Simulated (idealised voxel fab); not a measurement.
This is a process module. Its name is voxel transistor to metal.
Shown is cross-section cut, with a width of 295 nm and square cells of size 5 nm.
How to read a cross-section here: the picture is a grid of square cells, written as bands going from the top down, and any band can span one or more rows of cells. Basically the band line says how high the top is and how high the bottom is, in nm, and then what's in it from left to right, every material with its width in nm. Empty space shows up as "empty", and if a single material carries "full width" it runs the full band edge to edge. Basically, 0 is our baseline, since under it the wafer straight out of the box is all one material. The bottom band has no lower end and keeps on going down, so it looks like "from 0 down". Quick explanation for "30->40": the width changes in equal steps down the rows of cells, from the first number in the band's top row to the second number in its bottom row. It should be understood that the words "identical to before", when stated for a given step, signify that the cross-section underwent no change in any of its cells during that step. This entry, "Cavities, closed", enumerates those empty regions of no fewer than 8 cells that possess no open connection to the top. Each region is reported in the form width x height at distance, the distance being taken from the left edge, with all three quantities expressed in nm. Whatever follows a step's settings on its line is a remark the simulator itself makes about that step. If you see "overlay nm" on a step's line and that step has a mask, it's telling you how far right of where it was planned the mask ended up; a negative number means it went left instead.
The following list gives the planned process steps:
step 1: RECEIVE [material Si]
step 2: CONFORMAL_DEP [material SiO2] [thk nm 5]
step 3: CONFORMAL_DEP [material SiN] [thk nm 10]
step 4: DIRECTIONAL_DEP [material aC] [thk nm 10]
step 5: PATTERN [tone cover] [mask id ACTIVE] [material resist] [width nm 95] [pitch nm 120] [thk nm 25] [overlay nm 0]
step 6: DIRECTIONAL_ETCH [etch materials aC] [depth nm 10]
step 7: STRIP [etch materials resist]
step 8: DIRECTIONAL_ETCH [etch materials SiN] [depth nm 10]
step 9: DIRECTIONAL_ETCH [etch materials SiO2] [depth nm 5]
step 10: DIRECTIONAL_ETCH [etch materials Si] [depth nm 30]
step 11: STRIP [etch materials aC]
step 12: FILL_DEP [material SiO2] [thk nm 10]
step 13: CMP [height nm 15]
step 14: SELECTIVE_ETCH [etch materials SiO2] [depth nm 5]
step 15: STRIP [etch materials SiN]
step 16: SELECTIVE_ETCH [etch materials SiO2] [depth nm 5]
step 17: OXIDIZE [depth nm 5]
step 18: DIRECTIONAL_DEP [material polySi] [thk nm 20]
step 19: DIRECTIONAL_DEP [material SiCN] [thk nm 10]
step 20: MASKED_ETCH [tone cover] [mask id GATE] [width nm 25] [pitch nm 120] [etch materials SiCN] [depth nm 20] [overlay nm 0]
step 21: MASKED_ETCH [tone cover] [mask id GATE] [width nm 25] [pitch nm 120] [etch materials polySi] [depth nm 30] [overlay nm 0]
step 22: CONFORMAL_DEP [material SiO2] [thk nm 5]
step 23: DIRECTIONAL_ETCH [etch materials SiO2] [depth nm 5]
step 24: CONFORMAL_DEP [material SiN] [thk nm 5]
step 25: DIRECTIONAL_ETCH [etch materials SiN] [depth nm 5]
step 26: DIRECTIONAL_ETCH [etch materials SiO2] [depth nm 5]
step 27: DIRECTIONAL_ETCH [etch materials Si] [depth nm 15]
step 28: EPI [material nSi] [thk nm 15]
step 29: FILL_DEP [material SiO2] [thk nm 10]
step 30: CMP [height nm 20]
step 31: STRIP [etch materials polySi]
step 32: SELECTIVE_ETCH [etch materials SiO2] [depth nm 5]
step 33: CONFORMAL_DEP [material HfO2] [thk nm 5]
step 34: CONFORMAL_DEP [material TiN] [thk nm 5]
step 35: FILL_DEP [material W] [thk nm 5]
step 36: CMP [height nm 15]
step 37: DIRECTIONAL_DEP [material SiO2] [thk nm 10]
step 38: MASKED_ETCH [tone open] [mask id CONTACT] [width nm 15] [etch materials SiO2] [depth nm 15] [overlay nm 0]
step 39: CONFORMAL_DEP [material TiN] [thk nm 5]
step 40: FILL_DEP [material Ru] [thk nm 10]
step 41: CMP [height nm 25]
step 42: DIRECTIONAL_DEP [material TiN] [thk nm 5]
step 43: DIRECTIONAL_DEP [material Ru] [thk nm 20]
step 44: DIRECTIONAL_DEP [material aC] [thk nm 10]
step 45: PATTERN [tone cover] [mask id METAL_1] [material resist] [width nm 15] [thk nm 30] [overlay nm 0]
step 46: DIRECTIONAL_ETCH [etch materials aC] [depth nm 10]
step 47: STRIP [etch materials resist]
step 48: DIRECTIONAL_ETCH [etch materials Ru] [depth nm 20]
step 49: DIRECTIONAL_ETCH [etch materials TiN] [depth nm 5]
step 50: STRIP [etch materials aC]
step 51: CONFORMAL_DEP [material SiCN] [thk nm 5]
step 52: FILL_DEP [material SiO2] [thk nm 10]
step 53: CMP [height nm 50]
step 54: CONFORMAL_DEP [material SiCN] [thk nm 5]
Cross-sectional view of the wafer in its as-received condition, corresponding to the state after step 1:
* from 0 down = Si full width
* Cavities, closed: none
Run as planned - first of the two wafers cross-sectioned at the end of the module:
* from 55 to 50 = SiCN full width
* from 50 to 30 = SiO2 40, SiCN 5, Ru 15, SiCN 5, SiO2 45, SiCN 5, Ru 15, SiCN 5, SiO2 25, SiCN 5, Ru 15, SiCN 5, SiO2 45, SiCN 5, Ru 15, SiCN 5, SiO2 40
* from 30 to 25 = SiCN 45, TiN 15, SiCN 55, TiN 15, SiCN 35, TiN 15, SiCN 55, TiN 15, SiCN 45
* from 25 to 15 = SiO2 45, TiN 5, Ru 5, TiN 5, SiO2 55, TiN 5, Ru 5, TiN 5, SiO2 35, TiN 5, Ru 5, TiN 5, SiO2 55, TiN 5, Ru 5, TiN 5, SiO2 45
* from 15 to 10 = SiO2 45, TiN 15, SiO2 5, SiN 5, HfO2 5, TiN 5, W 15, TiN 5, HfO2 5, SiN 5, SiO2 5, TiN 15, SiO2 35, TiN 15, SiO2 5, SiN 5, HfO2 5, TiN 5, W 15, TiN 5, HfO2 5, SiN 5, SiO2 5, TiN 15, SiO2 45
* from 10 to 5 = SiO2 40, nSi 25, SiN 5, HfO2 5, TiN 5, W 15, TiN 5, HfO2 5, SiN 5, nSi 25, SiO2 25, nSi 25, SiN 5, HfO2 5, TiN 5, W 15, TiN 5, HfO2 5, SiN 5, nSi 25, SiO2 40
* from 5 to 0 = SiO2 40, SiN 5, nSi 20, SiN 5, HfO2 5, TiN 25, HfO2 5, SiN 5, nSi 20, SiN 5, SiO2 25, SiN 5, nSi 20, SiN 5, HfO2 5, TiN 25, HfO2 5, SiN 5, nSi 20, SiN 5, SiO2 40
* from 0 to -5 = SiO2 45, nSi 20, SiO2 5, HfO2 35, SiO2 5, nSi 20, SiO2 35, nSi 20, SiO2 5, HfO2 35, SiO2 5, nSi 20, SiO2 45
* from -5 to -20 = SiO2 40, Si 5, nSi 20, Si 45, nSi 20, Si 5, SiO2 25, Si 5, nSi 20, Si 45, nSi 20, Si 5, SiO2 40
* from -20 to -30 = SiO2 40, Si 95, SiO2 25, Si 95, SiO2 40
* from -30 down = Si full width
* Cavities, closed: none
Presented here is a cross-section of the second of the two wafers as it stood at the end of the module. It was started in the same manner and assigned the same plan as the first wafer; however, one mistake was made in its execution:
* from 55 to 50 = SiCN full width
* from 50 to 30 = SiO2 45, SiCN 5, Ru 15, SiCN 5, SiO2 45, SiCN 5, Ru 15, SiCN 5, SiO2 25, SiCN 5, Ru 15, SiCN 5, SiO2 45, SiCN 5, Ru 15, SiCN 5, SiO2 35
* from 30 to 25 = SiCN 50, TiN 15, SiCN 55, TiN 15, SiCN 35, TiN 15, SiCN 55, TiN 15, SiCN 40
* from 25 to 15 = SiO2 45, TiN 5, Ru 5, TiN 5, SiO2 55, TiN 5, Ru 5, TiN 5, SiO2 35, TiN 5, Ru 5, TiN 5, SiO2 55, TiN 5, Ru 5, TiN 5, SiO2 45
* from 15 to 10 = SiO2 45, TiN 15, SiO2 5, SiN 5, HfO2 5, TiN 5, W 15, TiN 5, HfO2 5, SiN 5, SiO2 5, TiN 15, SiO2 35, TiN 15, SiO2 5, SiN 5, HfO2 5, TiN 5, W 15, TiN 5, HfO2 5, SiN 5, SiO2 5, TiN 15, SiO2 45
* from 10 to 5 = SiO2 40, nSi 25, SiN 5, HfO2 5, TiN 5, W 15, TiN 5, HfO2 5, SiN 5, nSi 25, SiO2 25, nSi 25, SiN 5, HfO2 5, TiN 5, W 15, TiN 5, HfO2 5, SiN 5, nSi 25, SiO2 40
* from 5 to 0 = SiO2 40, SiN 5, nSi 20, SiN 5, HfO2 5, TiN 25, HfO2 5, SiN 5, nSi 20, SiN 5, SiO2 25, SiN 5, nSi 20, SiN 5, HfO2 5, TiN 25, HfO2 5, SiN 5, nSi 20, SiN 5, SiO2 40
* from 0 to -5 = SiO2 45, nSi 20, SiO2 5, HfO2 35, SiO2 5, nSi 20, SiO2 35, nSi 20, SiO2 5, HfO2 35, SiO2 5, nSi 20, SiO2 45
* from -5 to -20 = SiO2 40, Si 5, nSi 20, Si 45, nSi 20, Si 5, SiO2 25, Si 5, nSi 20, Si 45, nSi 20, Si 5, SiO2 40
* from -20 to -30 = SiO2 40, Si 95, SiO2 25, Si 95, SiO2 40
* from -30 down = Si full width
* Cavities, closed: none
What was done differently from what was planned? it should be noted that step 45 was executed with settings other than those planned, the operation and settings actually applied being PATTERN [tone cover] [mask id METAL_1] [material resist] [width nm 15] [thk nm 30] [overlay nm 5]
At the close, every material occupies the same number of cells on the second wafer as on the first, only in different positions.
